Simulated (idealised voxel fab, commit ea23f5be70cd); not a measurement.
Process module, titled voxel lift off
Square cells of 5 nm make up the cross-section cut, whose width is 155 nm.
Cross-section format: a grid of square cells, given as bands from top to bottom; each band is one or more rows of cells.
Top height, bottom height, nm. Materials left to right, width each, nm. Single material + "all across" = fills band edge to edge. "air" = empty.
Height reference: 0 = level under which incoming wafer is all one material. Lowest band: no bottom, runs on downward, e.g. "0 and below".
A width given as "30..40" starts at the first number in the band's top row and ends at the second number in its bottom row, shifting by an equal amount at every step from row to row.
Key: "all unchanged" - step with no changed cell in the cross-section.
Entry "Trapped cavities" = empty spaces >= 8 cells with no open way to the top; each as width x height at distance, distance from left edge, all nm.
Note: text after step settings on the step line = simulator remark on that step.
Each step line may optionally specify "overlay nm", which for a step with a mask gives the rightward distance between the mask's planned place and where it lay, a negative value indicating the leftward direction.

**Process steps - plan**
step 1: RECEIVE,material Si
step 2: CONFORMAL_DEP,material SiN,thk nm 10
step 3: PATTERN,tone open,mask id LINES,material resist,width nm 15,pitch nm 40,thk nm 25,overlay nm 0
step 4: DIRECTIONAL_DEP,material Ru,thk nm 15
step 5: STRIP,etch materials resist
step 6: CONFORMAL_DEP,material SiO2,thk nm 5

**First out of two wafers; run went to plan**

**As-received state of the wafer in cross-section, equivalent to post-step 1**
> 0 and below = Si all across
> Trapped cavities: none

**after step 2**
> 10 down to 0 = SiN all across
> below 0: unchanged

**after step 3**
> 35 down to 10 = resist: 30, then air: 15, then resist: 25, then air: 15, then resist: 25, then air: 15, then resist: 30
> below 10: unchanged

**after step 4**
> 50 down to 35 = Ru: 30, then air: 15, then Ru: 25, then air: 15, then Ru: 25, then air: 15, then Ru: 30
> 35 down to 25 = resist: 30, then air: 15, then resist: 25, then air: 15, then resist: 25, then air: 15, then resist: 30
> 25 down to 10 = resist: 30, then Ru: 15, then resist: 25, then Ru: 15, then resist: 25, then Ru: 15, then resist: 30
> below 10: unchanged

**after step 5**
> 25 down to 10 = air: 30, then Ru: 15, then air: 25, then Ru: 15, then air: 25, then Ru: 15, then air: 30
> below 10: unchanged

**after step 6**
> 30 down to 25 = air: 25, then SiO2: 25, then air: 15, then SiO2: 25, then air: 15, then SiO2: 25, then air: 25
> 25 down to 15 = air: 25, then SiO2: 5, then Ru: 15, then SiO2: 5, then air: 15, then SiO2: 5, then Ru: 15, then SiO2: 5, then air: 15, then SiO2: 5, then Ru: 15, then SiO2: 5, then air: 25
> 15 down to 10 = SiO2: 30, then Ru: 15, then SiO2: 25, then Ru: 15, then SiO2: 25, then Ru: 15, then SiO2: 30
> below 10: unchanged

**Wafer two of the pair: same origin, same plan, one error during the run; identical to wafer one up to and including step 1**

**Cross-sectional representation of the second wafer at the time designated in the plan for the completion of step 2**
> 5 down to 0 = SiN all across
> below 0: unchanged

**Cross-sectional representation of the second wafer at the time designated in the plan for the completion of step 3**
> 30 down to 5 = resist: 30, then air: 15, then resist: 25, then air: 15, then resist: 25, then air: 15, then resist: 30
> below 5: unchanged

**Cross-sectional representation of the second wafer at the time designated in the plan for the completion of step 4**
> 45 down to 30 = Ru: 30, then air: 15, then Ru: 25, then air: 15, then Ru: 25, then air: 15, then Ru: 30
> 30 down to 20 = resist: 30, then air: 15, then resist: 25, then air: 15, then resist: 25, then air: 15, then resist: 30
> 20 down to 5 = resist: 30, then Ru: 15, then resist: 25, then Ru: 15, then resist: 25, then Ru: 15, then resist: 30
> below 5: unchanged

**Cross-sectional representation of the second wafer at the time designated in the plan for the completion of step 5**
> 20 down to 5 = air: 30, then Ru: 15, then air: 25, then Ru: 15, then air: 25, then Ru: 15, then air: 30
> below 5: unchanged

**Cross-sectional representation of the second wafer at the time designated in the plan for the completion of step 6**
> 25 down to 20 = air: 25, then SiO2: 25, then air: 15, then SiO2: 25, then air: 15, then SiO2: 25, then air: 25
> 20 down to 10 = air: 25, then SiO2: 5, then Ru: 15, then SiO2: 5, then air: 15, then SiO2: 5, then Ru: 15, then SiO2: 5, then air: 15, then SiO2: 5, then Ru: 15, then SiO2: 5, then air: 25
> 10 down to 5 = SiO2: 30, then Ru: 15, then SiO2: 25, then Ru: 15, then SiO2: 25, then Ru: 15, then SiO2: 30
> below 5: unchanged
The mistake made against the process plan was this: heads up, step 2 didn't go per plan, it actually ran as CONFORMAL_DEP,material SiN,thk nm 5
at the end the second wafer has, in cells: 31 fewer of SiN
